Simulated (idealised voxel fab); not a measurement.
process module | voxel gate over fins
cross-section cut | 285 nm wide | cells 5 nm
A cross-section is a grid of square cells, given in bands from the top down. A band is one or more rows of cells.
Each band's line starts with the height of the band's top and of its bottom, in nm. Then come its materials from left to right, each with its width in nm. One material with "throughout" fills the band from edge to edge. "air" is empty space.
Height 0 is the level under which the wafer as received is all one material. The lowest band goes on downwards, as in "0 down".
A width such as "30 to 40" changes by the same amount from each row of cells to the next, from the band's top row to its bottom row.
"no change" after a step means that no cell of the cross-section changed.
closed voids: empty space of 8 cells or more with no open way to the top, each as width x height at its distance from the left edge, in nm
after a step's settings: what the simulator itself notes on the step
overlay nm, on a step with a mask: how far to the right of its planned place the mask lay; to the left if negative
plan
1 op RECEIVE | material Si
2 op CONFORMAL_DEP | material SiN | thk nm 10
3 op MASKED_ETCH | tone cover | mask id FINS | width nm 15 | pitch nm 35 | etch materials SiN | depth nm 10 | overlay nm 0
4 op MASKED_ETCH | tone cover | mask id FINS | width nm 15 | pitch nm 35 | etch materials Si | depth nm 30 | overlay nm 0
5 op OXIDIZE | depth nm 5
6 op FILL_DEP | material SiO2 | thk nm 15
7 op CMP | height nm 10
8 op SELECTIVE_ETCH | etch materials SiO2 | depth nm 25
9 op STRIP | etch materials SiN
10 op CONFORMAL_DEP | material HfO2 | thk nm 5
11 op CONFORMAL_DEP | material TiN | thk nm 5
12 op CONFORMAL_DEP | material TiAl | thk nm 5
13 op CONFORMAL_DEP | material TiN | thk nm 5
14 op FILL_DEP | material W | thk nm 10
15 op CMP | height nm 25
16 op CONFORMAL_DEP | material SiN | thk nm 5
first wafer, as planned
as received, after step 1
  0 down: Si throughout
  closed voids: none
after step 2
  10 to 0: SiN throughout
  below 0: unchanged
after step 3
  10 to 0: air 115 | SiN 15 | air 20 | SiN 15 | air 120
  below 0: unchanged
after step 4
  10 to 0: air 115 | SiN 15 | air 20 | SiN 15 | air 120
  0 to -30: air 115 | Si 15 | air 20 | Si 15 | air 120
  below -30: unchanged
after step 5
  10 to 0: air 115 | SiN 15 | air 20 | SiN 15 | air 120
  0 to -30: air 115 | SiO2 5 | Si 5 | SiO2 5 | air 20 | SiO2 5 | Si 5 | SiO2 5 | air 120
  -30 to -35: SiO2 120 | Si 5 | SiO2 30 | Si 5 | SiO2 125
  below -35: unchanged
after step 6
  25 to 10: SiO2 throughout
  10 to 0: SiO2 115 | SiN 15 | SiO2 20 | SiN 15 | SiO2 120
  0 to -35: SiO2 120 | Si 5 | SiO2 30 | Si 5 | SiO2 125
  below -35: unchanged
after step 7
  10 to 0: SiO2 115 | SiN 15 | SiO2 20 | SiN 15 | SiO2 120
  below 0: unchanged
after step 8
  10 to 0: air 115 | SiN 15 | air 20 | SiN 15 | air 120
  0 to -15: air 120 | Si 5 | air 30 | Si 5 | air 125
  below -15: unchanged
after step 9
  0 to -15: air 120 | Si 5 | air 30 | Si 5 | air 125
  below -15: unchanged
after step 10
  5 to 0: air 115 | HfO2 15 | air 20 | HfO2 15 | air 120
  0 to -10: air 115 | HfO2 5 | Si 5 | HfO2 5 | air 20 | HfO2 5 | Si 5 | HfO2 5 | air 120
  -10 to -15: HfO2 120 | Si 5 | HfO2 30 | Si 5 | HfO2 125
  below -15: unchanged
after step 11
  10 to 5: air 110 | TiN 25 | air 10 | TiN 25 | air 115
  5 to 0: air 110 | TiN 5 | HfO2 15 | TiN 5 | air 10 | TiN 5 | HfO2 15 | TiN 5 | air 115
  0 to -5: air 110 | TiN 5 | HfO2 5 | Si 5 | HfO2 5 | TiN 5 | air 10 | TiN 5 | HfO2 5 | Si 5 | HfO2 5 | TiN 5 | air 115
  -5 to -10: TiN 115 | HfO2 5 | Si 5 | HfO2 5 | TiN 20 | HfO2 5 | Si 5 | HfO2 5 | TiN 120
  below -10: unchanged
after step 12
  15 to 10: air 105 | TiAl 70 | air 110
  10 to 5: air 105 | TiAl 5 | TiN 25 | TiAl 10 | TiN 25 | TiAl 5 | air 110
  5 to 0: air 105 | TiAl 5 | TiN 5 | HfO2 15 | TiN 5 | TiAl 10 | TiN 5 | HfO2 15 | TiN 5 | TiAl 5 | air 110
  0 to -5: TiAl 110 | TiN 5 | HfO2 5 | Si 5 | HfO2 5 | TiN 5 | TiAl 10 | TiN 5 | HfO2 5 | Si 5 | HfO2 5 | TiN 5 | TiAl 115
  below -5: unchanged
after step 13
  20 to 15: air 100 | TiN 80 | air 105
  15 to 10: air 100 | TiN 5 | TiAl 70 | TiN 5 | air 105
  10 to 5: air 100 | TiN 5 | TiAl 5 | TiN 25 | TiAl 10 | TiN 25 | TiAl 5 | TiN 5 | air 105
  5 to 0: TiN 105 | TiAl 5 | TiN 5 | HfO2 15 | TiN 5 | TiAl 10 | TiN 5 | HfO2 15 | TiN 5 | TiAl 5 | TiN 110
  below 0: unchanged
after step 14
  30 to 20: W throughout
  20 to 15: W 100 | TiN 80 | W 105
  15 to 10: W 100 | TiN 5 | TiAl 70 | TiN 5 | W 105
  10 to 5: W 100 | TiN 5 | TiAl 5 | TiN 25 | TiAl 10 | TiN 25 | TiAl 5 | TiN 5 | W 105
  below 5: unchanged
after step 15
  25 to 20: W throughout
  below 20: unchanged
after step 16
  30 to 25: SiN throughout
  below 25: unchanged
second wafer: like start, like plan, one mistake. Through step 3 it matches the first wafer
when step 4 should have ended
  10 to 0: air 115 | SiN 15 | air 20 | SiN 15 | air 120
  0 to -60: air 115 | Si 15 | air 20 | Si 15 | air 120
  below -60: unchanged
when step 5 should have ended
  10 to 0: air 115 | SiN 15 | air 20 | SiN 15 | air 120
  0 to -60: air 115 | SiO2 5 | Si 5 | SiO2 5 | air 20 | SiO2 5 | Si 5 | SiO2 5 | air 120
  -60 to -65: SiO2 120 | Si 5 | SiO2 30 | Si 5 | SiO2 125
  below -65: unchanged
when step 6 should have ended
  25 to 10: SiO2 throughout
  10 to 0: SiO2 115 | SiN 15 | SiO2 20 | SiN 15 | SiO2 120
  0 to -65: SiO2 120 | Si 5 | SiO2 30 | Si 5 | SiO2 125
  below -65: unchanged
when step 7 should have ended
  10 to 0: SiO2 115 | SiN 15 | SiO2 20 | SiN 15 | SiO2 120
  below 0: unchanged
when step 8 should have ended
  10 to 0: air 115 | SiN 15 | air 20 | SiN 15 | air 120
  0 to -15: air 120 | Si 5 | air 30 | Si 5 | air 125
  below -15: unchanged
when step 9 should have ended
  0 to -15: air 120 | Si 5 | air 30 | Si 5 | air 125
  below -15: unchanged
when step 10 should have ended
  5 to 0: air 115 | HfO2 15 | air 20 | HfO2 15 | air 120
  0 to -10: air 115 | HfO2 5 | Si 5 | HfO2 5 | air 20 | HfO2 5 | Si 5 | HfO2 5 | air 120
  -10 to -15: HfO2 120 | Si 5 | HfO2 30 | Si 5 | HfO2 125
  below -15: unchanged
when step 11 should have ended
  10 to 5: air 110 | TiN 25 | air 10 | TiN 25 | air 115
  5 to 0: air 110 | TiN 5 | HfO2 15 | TiN 5 | air 10 | TiN 5 | HfO2 15 | TiN 5 | air 115
  0 to -5: air 110 | TiN 5 | HfO2 5 | Si 5 | HfO2 5 | TiN 5 | air 10 | TiN 5 | HfO2 5 | Si 5 | HfO2 5 | TiN 5 | air 115
  -5 to -10: TiN 115 | HfO2 5 | Si 5 | HfO2 5 | TiN 20 | HfO2 5 | Si 5 | HfO2 5 | TiN 120
  below -10: unchanged
when step 12 should have ended
  15 to 10: air 105 | TiAl 70 | air 110
  10 to 5: air 105 | TiAl 5 | TiN 25 | TiAl 10 | TiN 25 | TiAl 5 | air 110
  5 to 0: air 105 | TiAl 5 | TiN 5 | HfO2 15 | TiN 5 | TiAl 10 | TiN 5 | HfO2 15 | TiN 5 | TiAl 5 | air 110
  0 to -5: TiAl 110 | TiN 5 | HfO2 5 | Si 5 | HfO2 5 | TiN 5 | TiAl 10 | TiN 5 | HfO2 5 | Si 5 | HfO2 5 | TiN 5 | TiAl 115
  below -5: unchanged
when step 13 should have ended
  20 to 15: air 100 | TiN 80 | air 105
  15 to 10: air 100 | TiN 5 | TiAl 70 | TiN 5 | air 105
  10 to 5: air 100 | TiN 5 | TiAl 5 | TiN 25 | TiAl 10 | TiN 25 | TiAl 5 | TiN 5 | air 105
  5 to 0: TiN 105 | TiAl 5 | TiN 5 | HfO2 15 | TiN 5 | TiAl 10 | TiN 5 | HfO2 15 | TiN 5 | TiAl 5 | TiN 110
  below 0: unchanged
when step 14 should have ended
  30 to 20: W throughout
  20 to 15: W 100 | TiN 80 | W 105
  15 to 10: W 100 | TiN 5 | TiAl 70 | TiN 5 | W 105
  10 to 5: W 100 | TiN 5 | TiAl 5 | TiN 25 | TiAl 10 | TiN 25 | TiAl 5 | TiN 5 | W 105
  below 5: unchanged
when step 15 should have ended
  25 to 20: W throughout
  below 20: unchanged
when step 16 should have ended
  30 to 25: SiN throughout
  below 25: unchanged
what went wrong: step 4 was run twice
at the end the second wafer has, in cells: 330 fewer of Si | 330 more of SiO2
